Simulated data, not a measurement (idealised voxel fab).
Presented below is a process module, voxel capacitor over wiring.
Shown is cross-section cut, with a width of 300 nm and square cells of size 5 nm.
Cross-section = grid of square cells, listed top down in bands; band = one or more rows. This entry defines a band. It first specifies the height of the band's top and the height of its bottom in nm, and then specifies the band's materials from left to right, stating each material with its width in nm. The word "everywhere" identifies a single material that fills the band from edge to edge, while the word "empty" identifies empty space. Height 0 is the level under which the wafer as received is all one material. The lowest band goes on downwards, as in "0 down". Per-row width for "30 to 40": begins at first number (top row of band), ends at second number (bottom row), increment between rows held constant. Any step labelled "nothing was modified" changed none of the cells in the cross-section. You'll see "Voids, enclosed" listing empty spaces that have no way open to the top, as long as they're 8 cells or more; the notation is width x height at distance, where the distance is from the left edge, and all of it is in nm. Note: text after step settings on the step line = simulator remark on that step. "overlay nm" on a masked step: distance the mask lay right of its planned place, negative for left.

The following list gives the planned process steps:
1,RECEIVE (material Si)
2,CONFORMAL_DEP (material SiO2; thk nm 10)
3,DIRECTIONAL_DEP (material TiN; thk nm 5)
4,DIRECTIONAL_DEP (material W; thk nm 20)
5,DIRECTIONAL_DEP (material aC; thk nm 10)
6,PATTERN (tone cover; mask id METAL_1; material resist; width nm 20; pitch nm 85; thk nm 30; overlay nm 0)
7,DIRECTIONAL_ETCH (etch materials aC; depth nm 10)
8,STRIP (etch materials resist)
9,DIRECTIONAL_ETCH (etch materials W; depth nm 20)
10,DIRECTIONAL_ETCH (etch materials TiN; depth nm 5)
11,STRIP (etch materials aC)
12,CONFORMAL_DEP (material SiN; thk nm 5)
13,FILL_DEP (material lowk; thk nm 10)
14,CMP (height nm 35)
15,CONFORMAL_DEP (material SiCN; thk nm 5)
16,DIRECTIONAL_DEP (material SiO2; thk nm 20)
17,MASKED_ETCH (tone open; mask id PLUG_1; width nm 15; etch materials SiO2; depth nm 20; overlay nm 0)
18,MASKED_ETCH (tone open; mask id PLUG_1; width nm 15; etch materials SiCN; depth nm 5; overlay nm 0)
19,CONFORMAL_DEP (material TiN; thk nm 5)
20,FILL_DEP (material Cu; thk nm 5)
21,CMP (height nm 60)
22,DIRECTIONAL_DEP (material TiN; thk nm 5)
23,DIRECTIONAL_DEP (material Al2O3; thk nm 5)
24,DIRECTIONAL_DEP (material TiN; thk nm 10)
25,DIRECTIONAL_DEP (material aC; thk nm 15)
26,PATTERN (tone cover; mask id UPPER_PLATE; material resist; width nm 70; thk nm 35; overlay nm 0)
27,DIRECTIONAL_ETCH (etch materials aC; depth nm 15)
28,STRIP (etch materials resist)
29,DIRECTIONAL_ETCH (etch materials TiN; depth nm 10)
30,DIRECTIONAL_ETCH (etch materials Al2O3; depth nm 5)
31,STRIP (etch materials aC)
32,DIRECTIONAL_DEP (material aC; thk nm 10)
33,PATTERN (tone cover; mask id LOWER_PLATE; material resist; width nm 80; thk nm 30; overlay nm 0)
34,DIRECTIONAL_ETCH (etch materials aC; depth nm 10)
35,STRIP (etch materials resist)
36,DIRECTIONAL_ETCH (etch materials TiN; depth nm 5)
37,STRIP (etch materials aC)
38,FILL_DEP (material SiO2; thk nm 15)
39,CMP (height nm 90)
40,PATTERN (tone open; mask id PLUG_2; material resist; width nm 15; thk nm 20; overlay nm 0)
41,DIRECTIONAL_ETCH (etch materials SiO2; depth nm 10)
42,STRIP (etch materials resist)
43,CONFORMAL_DEP (material TiN; thk nm 5)
44,FILL_DEP (material Ru; thk nm 5)
45,CMP (height nm 90)
46,CONFORMAL_DEP (material SiN; thk nm 5)

Incoming wafer in cross-section (state: after step 1):
	0 down = Si everywhere
	Voids, enclosed: none

First of two wafers, end-of-module section, run followed plan:
	95 to 90 = SiN everywhere
	90 to 85 = SiO2: 110; TiN: 5; Ru: 5; TiN: 5; SiO2: 175
	85 to 80 = SiO2: 110; TiN: 15; SiO2: 175
	80 to 70 = SiO2: 100; TiN: 70; SiO2: 130
	70 to 65 = SiO2: 100; Al2O3: 70; SiO2: 130
	65 to 60 = SiO2: 95; TiN: 80; SiO2: 125
	60 to 40 = SiO2: 100; TiN: 5; Cu: 5; TiN: 5; SiO2: 185
	40 to 35 = SiCN: 100; TiN: 15; SiCN: 185
	35 to 15 = lowk: 90; SiN: 5; W: 20; SiN: 5; lowk: 55; SiN: 5; W: 20; SiN: 5; lowk: 95
	15 to 10 = SiN: 95; TiN: 20; SiN: 65; TiN: 20; SiN: 100
	10 to 0 = SiO2 everywhere
	0 down = Si everywhere
	Voids, enclosed: none

This is the second of the two wafers, cross-sectioned at the end of the module; it started exactly like the first and was given the same plan, but it was run with one mistake:
	95 to 90 = SiN everywhere
	90 to 85 = SiO2: 110; TiN: 5; Ru: 5; TiN: 5; SiO2: 175
	85 to 80 = SiO2: 110; TiN: 15; SiO2: 175
	80 to 70 = SiO2: 100; TiN: 70; SiO2: 130
	70 to 65 = SiO2: 100; Al2O3: 70; SiO2: 130
	65 to 60 = SiO2: 95; TiN: 80; SiO2: 125
	60 to 40 = SiO2: 100; TiN: 5; Cu: 5; TiN: 5; SiO2: 185
	40 to 35 = SiCN: 100; TiN: 15; SiCN: 185
	35 to 20 = lowk: 90; SiN: 5; W: 20; SiN: 5; lowk: 55; SiN: 5; W: 20; SiN: 5; lowk: 95
	20 to 15 = SiN: 95; W: 20; SiN: 65; W: 20; SiN: 100
	15 to 5 = SiO2 everywhere
	5 to 0 = TiN everywhere
	0 down = Si everywhere
	Voids, enclosed: none
Deviation noted in wafer processing: ran 2 and 3 in swapped order versus the plan
It is noted that, at the conclusion of processing, the second wafer exhibits a higher or lower cell count for certain materials relative to the first: SiN -4, TiN +52, lowk -48
